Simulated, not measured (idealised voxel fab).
process module | voxel spacer lines
cross-section cut | 205 nm wide | cells 5 nm
A cross-section is a grid of square cells, given in bands from the top down. A band is one or more rows of cells.
Each band's line starts with the height of the band's top and of its bottom, in nm. Then come its materials from left to right, each with its width in nm. One material with "throughout" fills the band from edge to edge. "air" is empty space.
Height 0 is the level under which the wafer as received is all one material. The lowest band goes on downwards, as in "0 down".
A width such as "30 to 40" changes by the same amount from each row of cells to the next, from the band's top row to its bottom row.
"no change" after a step means that no cell of the cross-section changed.
closed voids: empty space of 8 cells or more with no open way to the top, each as width x height at its distance from the left edge, in nm
after a step's settings: what the simulator itself notes on the step
overlay nm, on a step with a mask: how far to the right of its planned place the mask lay; to the left if negative
plan
1 op RECEIVE | material Si
2 op CONFORMAL_DEP | material Al2O3 | thk nm 10
3 op DIRECTIONAL_DEP | material W | thk nm 15
4 op DIRECTIONAL_DEP | material aC | thk nm 20
5 op PATTERN | tone cover | mask id MANDREL | material resist | width nm 15 | pitch nm 50 | thk nm 25 | overlay nm 0
6 op DIRECTIONAL_ETCH | etch materials aC | depth nm 20
7 op STRIP | etch materials resist
8 op CONFORMAL_DEP | material SiO2 | thk nm 10
9 op DIRECTIONAL_ETCH | etch materials SiO2 | depth nm 10
10 op STRIP | etch materials aC
11 op DIRECTIONAL_ETCH | etch materials W | depth nm 15
12 op STRIP | etch materials SiO2
13 op FILL_DEP | material SiO2 | thk nm 10
14 op CMP | height nm 25
first wafer, as planned
as received, after step 1
  0 down: Si throughout
  closed voids: none
after step 2
  10 to 0: Al2O3 throughout
  below 0: unchanged
after step 3
  25 to 10: W throughout
  below 10: unchanged
after step 4
  45 to 25: aC throughout
  below 25: unchanged
after step 5
  70 to 45: air 70 | resist 15 | air 35 | resist 15 | air 70
  below 45: unchanged
after step 6
  50 to 45: air 70 | resist 15 | air 35 | resist 15 | air 70
  45 to 25: air 70 | aC 15 | air 35 | aC 15 | air 70
  below 25: unchanged
after step 7
  45 to 25: air 70 | aC 15 | air 35 | aC 15 | air 70
  below 25: unchanged
after step 8
  55 to 45: air 60 | SiO2 35 | air 15 | SiO2 35 | air 60
  45 to 35: air 60 | SiO2 10 | aC 15 | SiO2 10 | air 15 | SiO2 10 | aC 15 | SiO2 10 | air 60
  35 to 25: SiO2 70 | aC 15 | SiO2 35 | aC 15 | SiO2 70
  below 25: unchanged
after step 9
  45 to 25: air 60 | SiO2 10 | aC 15 | SiO2 10 | air 15 | SiO2 10 | aC 15 | SiO2 10 | air 60
  below 25: unchanged
after step 10
  45 to 25: air 60 | SiO2 10 | air 15 | SiO2 10 | air 15 | SiO2 10 | air 15 | SiO2 10 | air 60
  below 25: unchanged
after step 11
  45 to 25: air 60 | SiO2 10 | air 15 | SiO2 10 | air 15 | SiO2 10 | air 15 | SiO2 10 | air 60
  25 to 10: air 60 | W 10 | air 15 | W 10 | air 15 | W 10 | air 15 | W 10 | air 60
  below 10: unchanged
after step 12
  25 to 10: air 60 | W 10 | air 15 | W 10 | air 15 | W 10 | air 15 | W 10 | air 60
  below 10: unchanged
after step 13
  35 to 25: SiO2 throughout
  25 to 10: SiO2 60 | W 10 | SiO2 15 | W 10 | SiO2 15 | W 10 | SiO2 15 | W 10 | SiO2 60
  below 10: unchanged
after step 14
  25 to 10: SiO2 60 | W 10 | SiO2 15 | W 10 | SiO2 15 | W 10 | SiO2 15 | W 10 | SiO2 60
  below 10: unchanged
second wafer: like start, like plan, one mistake. Through step 1 it matches the first wafer
when step 2 should have ended
  15 to 0: Al2O3 throughout
  below 0: unchanged
when step 3 should have ended
  30 to 15: W throughout
  below 15: unchanged
when step 4 should have ended
  50 to 30: aC throughout
  below 30: unchanged
when step 5 should have ended
  75 to 50: air 70 | resist 15 | air 35 | resist 15 | air 70
  below 50: unchanged
when step 6 should have ended
  55 to 50: air 70 | resist 15 | air 35 | resist 15 | air 70
  50 to 30: air 70 | aC 15 | air 35 | aC 15 | air 70
  below 30: unchanged
when step 7 should have ended
  50 to 30: air 70 | aC 15 | air 35 | aC 15 | air 70
  below 30: unchanged
when step 8 should have ended
  60 to 50: air 60 | SiO2 35 | air 15 | SiO2 35 | air 60
  50 to 40: air 60 | SiO2 10 | aC 15 | SiO2 10 | air 15 | SiO2 10 | aC 15 | SiO2 10 | air 60
  40 to 30: SiO2 70 | aC 15 | SiO2 35 | aC 15 | SiO2 70
  below 30: unchanged
when step 9 should have ended
  50 to 30: air 60 | SiO2 10 | aC 15 | SiO2 10 | air 15 | SiO2 10 | aC 15 | SiO2 10 | air 60
  below 30: unchanged
when step 10 should have ended
  50 to 30: air 60 | SiO2 10 | air 15 | SiO2 10 | air 15 | SiO2 10 | air 15 | SiO2 10 | air 60
  below 30: unchanged
when step 11 should have ended
  50 to 30: air 60 | SiO2 10 | air 15 | SiO2 10 | air 15 | SiO2 10 | air 15 | SiO2 10 | air 60
  30 to 15: air 60 | W 10 | air 15 | W 10 | air 15 | W 10 | air 15 | W 10 | air 60
  below 15: unchanged
when step 12 should have ended
  30 to 15: air 60 | W 10 | air 15 | W 10 | air 15 | W 10 | air 15 | W 10 | air 60
  below 15: unchanged
when step 13 should have ended
  40 to 30: SiO2 throughout
  30 to 15: SiO2 60 | W 10 | SiO2 15 | W 10 | SiO2 15 | W 10 | SiO2 15 | W 10 | SiO2 60
  below 15: unchanged
when step 14 should have ended
  25 to 15: SiO2 60 | W 10 | SiO2 15 | W 10 | SiO2 15 | W 10 | SiO2 15 | W 10 | SiO2 60
  below 15: unchanged
what went wrong: step 2 ran as: op CONFORMAL_DEP | material Al2O3 | thk nm 15
at the end the second wafer has, in cells: 41 more of Al2O3 | 33 fewer of SiO2 | 8 fewer of W
